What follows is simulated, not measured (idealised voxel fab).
process module | voxel wiring stack
cross-section cut | 190 nm wide | cells 5 nm
A cross-section is a grid of square cells, given in bands from the top down. A band is one or more rows of cells.
Each band's line starts with the height of the band's top and of its bottom, in nm. Then come its materials from left to right, each with its width in nm. One material with "throughout" fills the band from edge to edge. "air" is empty space.
Height 0 is the level under which the wafer as received is all one material. The lowest band goes on downwards, as in "0 down".
A width such as "30 to 40" changes by the same amount from each row of cells to the next, from the band's top row to its bottom row.
"no change" after a step means that no cell of the cross-section changed.
closed voids: empty space of 8 cells or more with no open way to the top, each as width x height at its distance from the left edge, in nm
after a step's settings: what the simulator itself notes on the step
overlay nm, on a step with a mask: how far to the right of its planned place the mask lay; to the left if negative
plan
1 op RECEIVE | material Si
2 op CONFORMAL_DEP | material SiO2 | thk nm 10
3 op DIRECTIONAL_DEP | material TiN | thk nm 5
4 op DIRECTIONAL_DEP | material Ru | thk nm 20
5 op PATTERN | tone cover | mask id METAL_1 | material resist | width nm 20 | pitch nm 45 | thk nm 20 | overlay nm 0
6 op DIRECTIONAL_ETCH | etch materials Ru | depth nm 20
7 op DIRECTIONAL_ETCH | etch materials TiN | depth nm 5
8 op STRIP | etch materials resist
9 op CONFORMAL_DEP | material SiN | thk nm 5
10 op FILL_DEP | material SiO2 | thk nm 5
11 op CMP | height nm 35
12 op CONFORMAL_DEP | material SiCN | thk nm 5
13 op DIRECTIONAL_DEP | material lowk | thk nm 35
14 op DIRECTIONAL_DEP | material aC | thk nm 10
15 op PATTERN | tone open | mask id METAL_2 | material resist | width nm 20 | pitch nm 45 | thk nm 25 | overlay nm 0
16 op DIRECTIONAL_ETCH | etch materials aC | depth nm 10
17 op STRIP | etch materials resist
18 op DIRECTIONAL_ETCH | etch materials lowk | depth nm 20
19 op STRIP | etch materials aC
20 op MASKED_ETCH | tone open | mask id METAL_2_HOLES | width nm 15 | pitch nm 45 | etch materials lowk | depth nm 15 | overlay nm 0
21 op MASKED_ETCH | tone open | mask id METAL_2_HOLES | width nm 15 | pitch nm 45 | etch materials SiCN | depth nm 5 | overlay nm 0
22 op CONFORMAL_DEP | material TiN | thk nm 5
23 op FILL_DEP | material Cu | thk nm 5
24 op CMP | height nm 75
25 op CONFORMAL_DEP | material SiN | thk nm 5
as received, after step 1
  0 down: Si throughout
  closed voids: none
a wafer at the end: this start, this plan, one mistake
  80 to 75: SiN throughout
  75 to 60: lowk 60 | TiN 5 | Cu 10 | TiN 5 | lowk 25 | TiN 5 | Cu 10 | TiN 5 | lowk 65
  60 to 55: lowk 60 | TiN 5 | Cu 5 | TiN 10 | lowk 25 | TiN 5 | Cu 5 | TiN 10 | lowk 65
  55 to 40: lowk 60 | TiN 5 | Cu 5 | TiN 5 | lowk 30 | TiN 5 | Cu 5 | TiN 5 | lowk 70
  40 to 35: SiCN 60 | TiN 15 | SiCN 30 | TiN 15 | SiCN 70
  35 to 15: SiO2 60 | SiN 5 | Ru 15 | SiN 5 | SiO2 20 | SiN 5 | Ru 15 | SiN 5 | SiO2 60
  15 to 10: SiN 65 | TiN 15 | SiN 30 | TiN 15 | SiN 65
  10 to 0: SiO2 throughout
  0 down: Si throughout
  closed voids: none
what went wrong: step 5 ran as: op PATTERN | tone cover | mask id METAL_1 | material resist | width nm 15 | pitch nm 45 | thk nm 20 | overlay nm 0
